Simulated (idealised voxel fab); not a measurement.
The following is a process module called voxel ribs on slabs.
The cross-section shown here is cut; it is 155 nm wide and divided into square cells measuring 5 nm on a side.
Format of a cross-section: grid, square cells. Given as bands. Order: top down. Band: one or more rows of cells. Top height, bottom height, nm. Materials left to right, width each, nm. Single material + "everywhere" = fills band edge to edge. "empty" = empty. Basically, 0 is our baseline, since under it the wafer straight out of the box is all one material. The bottom band has no lower end and keeps on going down, so it looks like "0 nm and below". Quick explanation for "30->40": the width changes in equal steps down the rows of cells, from the first number in the band's top row to the second number in its bottom row. Step note "remained the same" = no cross-section cell changed. If an empty space has no open way to the top and is at least 8 cells in size, "Voids, sealed" lists it, written width x height at distance, where distance is measured from the left edge and every value is in nm. Heads up: the bit after the settings on a step's line is the simulator's remark on that step. overlay nm, on a step with a mask: how far to the right of its planned place the mask lay; to the left if negative.
# Planned process steps
step 1: op RECEIVE | material Si
step 2: op DIRECTIONAL_DEP | material SiO2 | thk nm 30
step 3: op DIRECTIONAL_DEP | material SiN | thk nm 25
step 4: op PATTERN | tone cover | mask id RIB | material resist | width nm 20 | thk nm 15 | overlay nm 0
step 5: op DIRECTIONAL_ETCH | etch materials SiN | depth nm 20
step 6: op STRIP | etch materials resist
step 7: op MASKED_ETCH | tone cover | mask id SLAB | width nm 50 | etch materials SiN | depth nm 5 | overlay nm 0
step 8: op FILL_DEP | material SiO2 | thk nm 20
step 9: op CMP | height nm 70
step 10: op DIRECTIONAL_DEP | material W | thk nm 10
step 11: op DIRECTIONAL_DEP | material aC | thk nm 15
step 12: op PATTERN | tone cover | mask id HEATER | material resist | width nm 30 | thk nm 30 | overlay nm 0
step 13: op DIRECTIONAL_ETCH | etch materials aC | depth nm 15
step 14: op STRIP | etch materials resist
step 15: op DIRECTIONAL_ETCH | etch materials W | depth nm 10
step 16: op STRIP | etch materials aC
step 17: op CONFORMAL_DEP | material SiN | thk nm 5
# First wafer, two in total, run as planned
# Cross-section of the wafer at receipt, which is the condition after step 1
- 0 nm and below = Si everywhere
- Voids, sealed: none
# Cross-sectional representation of the wafer at the conclusion of step 2
- 30 nm to 0 nm = SiO2 everywhere
- Lower than 0, everything is as it was.
# Cross-sectional representation of the wafer at the conclusion of step 3
- 55 nm to 30 nm = SiN everywhere
- Lower than 30, everything is as it was.
# Cross-sectional representation of the wafer at the conclusion of step 4
- 70 nm to 55 nm = empty=65, then resist=20, then empty=70
- Lower than 55, everything is as it was.
# Cross-sectional representation of the wafer at the conclusion of step 5
- 70 nm to 55 nm = empty=65, then resist=20, then empty=70
- 55 nm to 35 nm = empty=65, then SiN=20, then empty=70
- Lower than 35, everything is as it was.
# Cross-sectional representation of the wafer at the conclusion of step 6
- 55 nm to 35 nm = empty=65, then SiN=20, then empty=70
- Lower than 35, everything is as it was.
# Cross-sectional representation of the wafer at the conclusion of step 7
- 55 nm to 35 nm = empty=65, then SiN=20, then empty=70
- 35 nm to 30 nm = empty=50, then SiN=50, then empty=55
- Lower than 30, everything is as it was.
# Cross-sectional representation of the wafer at the conclusion of step 8
- 75 nm to 55 nm = SiO2 everywhere
- 55 nm to 35 nm = SiO2=65, then SiN=20, then SiO2=70
- 35 nm to 30 nm = SiO2=50, then SiN=50, then SiO2=55
- Lower than 30, everything is as it was.
# Cross-sectional representation of the wafer at the conclusion of step 9
- 70 nm to 55 nm = SiO2 everywhere
- Lower than 55, everything is as it was.
# Cross-sectional representation of the wafer at the conclusion of step 10
- 80 nm to 70 nm = W everywhere
- Lower than 70, everything is as it was.
# Cross-sectional representation of the wafer at the conclusion of step 11
- 95 nm to 80 nm = aC everywhere
- Lower than 80, everything is as it was.
# Cross-sectional representation of the wafer at the conclusion of step 12
- 125 nm to 95 nm = empty=60, then resist=30, then empty=65
- Lower than 95, everything is as it was.
# Cross-sectional representation of the wafer at the conclusion of step 13
- 110 nm to 95 nm = empty=60, then resist=30, then empty=65
- 95 nm to 80 nm = empty=60, then aC=30, then empty=65
- Lower than 80, everything is as it was.
# Cross-sectional representation of the wafer at the conclusion of step 14
- 95 nm to 80 nm = empty=60, then aC=30, then empty=65
- Lower than 80, everything is as it was.
# Cross-sectional representation of the wafer at the conclusion of step 15
- 95 nm to 80 nm = empty=60, then aC=30, then empty=65
- 80 nm to 70 nm = empty=60, then W=30, then empty=65
- Lower than 70, everything is as it was.
# Cross-sectional representation of the wafer at the conclusion of step 16
- 80 nm to 70 nm = empty=60, then W=30, then empty=65
- Lower than 70, everything is as it was.
# Cross-sectional representation of the wafer at the conclusion of step 17
- 85 nm to 80 nm = empty=55, then SiN=40, then empty=60
- 80 nm to 75 nm = empty=55, then SiN=5, then W=30, then SiN=5, then empty=60
- 75 nm to 70 nm = SiN=60, then W=30, then SiN=65
- Lower than 70, everything is as it was.
# It is to be noted that the second wafer proceeded from the same initial state and according to the same plan as the first, although one mistake was committed in its execution; through step 1, inclusive, the two wafers share an identical history
# Cross-section: second wafer, time at which step 2 was scheduled to end
- 40 nm to 0 nm = SiO2 everywhere
- Lower than 0, everything is as it was.
# Cross-section: second wafer, time at which step 3 was scheduled to end
- 65 nm to 40 nm = SiN everywhere
- Lower than 40, everything is as it was.
# Cross-section: second wafer, time at which step 4 was scheduled to end
- 80 nm to 65 nm = empty=65, then resist=20, then empty=70
- Lower than 65, everything is as it was.
# Cross-section: second wafer, time at which step 5 was scheduled to end
- 80 nm to 65 nm = empty=65, then resist=20, then empty=70
- 65 nm to 45 nm = empty=65, then SiN=20, then empty=70
- Lower than 45, everything is as it was.
# Cross-section: second wafer, time at which step 6 was scheduled to end
- 65 nm to 45 nm = empty=65, then SiN=20, then empty=70
- Lower than 45, everything is as it was.
# Cross-section: second wafer, time at which step 7 was scheduled to end
- 65 nm to 45 nm = empty=65, then SiN=20, then empty=70
- 45 nm to 40 nm = empty=50, then SiN=50, then empty=55
- Lower than 40, everything is as it was.
# Cross-section: second wafer, time at which step 8 was scheduled to end
- 85 nm to 65 nm = SiO2 everywhere
- 65 nm to 45 nm = SiO2=65, then SiN=20, then SiO2=70
- 45 nm to 40 nm = SiO2=50, then SiN=50, then SiO2=55
- Lower than 40, everything is as it was.
# Cross-section: second wafer, time at which step 9 was scheduled to end
- 70 nm to 65 nm = SiO2 everywhere
- Lower than 65, everything is as it was.
# Cross-section: second wafer, time at which step 10 was scheduled to end
- 80 nm to 70 nm = W everywhere
- Lower than 70, everything is as it was.
# Cross-section: second wafer, time at which step 11 was scheduled to end
- 95 nm to 80 nm = aC everywhere
- Lower than 80, everything is as it was.
# Cross-section: second wafer, time at which step 12 was scheduled to end
- 125 nm to 95 nm = empty=60, then resist=30, then empty=65
- Lower than 95, everything is as it was.
# Cross-section: second wafer, time at which step 13 was scheduled to end
- 110 nm to 95 nm = empty=60, then resist=30, then empty=65
- 95 nm to 80 nm = empty=60, then aC=30, then empty=65
- Lower than 80, everything is as it was.
# Cross-section: second wafer, time at which step 14 was scheduled to end
- 95 nm to 80 nm = empty=60, then aC=30, then empty=65
- Lower than 80, everything is as it was.
# Cross-section: second wafer, time at which step 15 was scheduled to end
- 95 nm to 80 nm = empty=60, then aC=30, then empty=65
- 80 nm to 70 nm = empty=60, then W=30, then empty=65
- Lower than 70, everything is as it was.
# Cross-section: second wafer, time at which step 16 was scheduled to end
- 80 nm to 70 nm = empty=60, then W=30, then empty=65
- Lower than 70, everything is as it was.
# Cross-section: second wafer, time at which step 17 was scheduled to end
- 85 nm to 80 nm = empty=55, then SiN=40, then empty=60
- 80 nm to 75 nm = empty=55, then SiN=5, then W=30, then SiN=5, then empty=60
- 75 nm to 70 nm = SiN=60, then W=30, then SiN=65
- Lower than 70, everything is as it was.
The plan and the run diverged here: in deviation from the planned setting, step 2 was conducted as op DIRECTIONAL_DEP | material SiO2 | thk nm 40
Tallied in cells, the final second wafer holds each material in the same quantity as the first, although not at the same places.
